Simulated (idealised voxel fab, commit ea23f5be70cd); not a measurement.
process module | voxel self aligned vias
cross-section cut | 165 nm wide | cells 5 nm
A cross-section is a grid of square cells, given in bands from the top down. A band is one or more rows of cells.
Each band's line starts with the height of the band's top and of its bottom, in nm. Then come its materials from left to right, each with its width in nm. One material with "throughout" fills the band from edge to edge. "air" is empty space.
Height 0 is the level under which the wafer as received is all one material. The lowest band goes on downwards, as in "0 down".
A width such as "30 to 40" changes by the same amount from each row of cells to the next, from the band's top row to its bottom row.
"no change" after a step means that no cell of the cross-section changed.
closed voids: empty space of 8 cells or more with no open way to the top, each as width x height at its distance from the left edge, in nm
after a step's settings: what the simulator itself notes on the step
overlay nm, on a step with a mask: how far to the right of its planned place the mask lay; to the left if negative
plan
1 op RECEIVE | material Si
2 op CONFORMAL_DEP | material SiO2 | thk nm 15
3 op CONFORMAL_DEP | material SiCN | thk nm 5
4 op DIRECTIONAL_DEP | material SiO2 | thk nm 30
5 op PATTERN | tone open | mask id LINES | material resist | width nm 25 | pitch nm 75 | thk nm 20 | overlay nm 0
6 op DIRECTIONAL_ETCH | etch materials SiO2 | depth nm 30
7 op STRIP | etch materials resist
8 op CONFORMAL_DEP | material TiN | thk nm 5
9 op FILL_DEP | material Ru | thk nm 5
10 op CMP | height nm 50
11 op SELECTIVE_ETCH | etch materials W Ru TiN | depth nm 5
12 op FILL_DEP | material SiN | thk nm 5
13 op CMP | height nm 50
14 op DIRECTIONAL_DEP | material SiO2 | thk nm 20
15 op PATTERN | tone open | mask id VIAS | material resist | width nm 35 | pitch nm 75 | thk nm 20 | overlay nm 0
16 op DIRECTIONAL_ETCH | etch materials SiO2 | depth nm 20
17 op DIRECTIONAL_ETCH | etch materials SiN | depth nm 5
18 op STRIP | etch materials resist
19 op CONFORMAL_DEP | material TiN | thk nm 5
20 op FILL_DEP | material Cu | thk nm 10
21 op CMP | height nm 70
22 op CONFORMAL_DEP | material SiN | thk nm 5
varied across the wafers: width nm of step 15. The plan shows the first wafer's value. All wafers start alike
first wafer as received, after step 1
  0 down: Si throughout
  closed voids: none
each wafer at the end: cells of each material gained (+) or lost (-) since it was received, then its closed voids
width nm 35 | +36 Cu | +24 Ru | +33 SiCN | +33 SiN | +313 SiO2 | +56 TiN | closed voids: none
width nm 40 | +42 Cu | +24 Ru | +33 SiCN | +33 SiN | +305 SiO2 | +58 TiN | closed voids: none
width nm 45 | +48 Cu | +24 Ru | +33 SiCN | +33 SiN | +297 SiO2 | +60 TiN | closed voids: none
width nm 50 | +54 Cu | +24 Ru | +33 SiCN | +33 SiN | +289 SiO2 | +62 TiN | closed voids: none
width nm 55 | +60 Cu | +24 Ru | +33 SiCN | +33 SiN | +281 SiO2 | +64 TiN | closed voids: none
width nm 60 | +66 Cu | +24 Ru | +33 SiCN | +33 SiN | +273 SiO2 | +66 TiN | closed voids: none
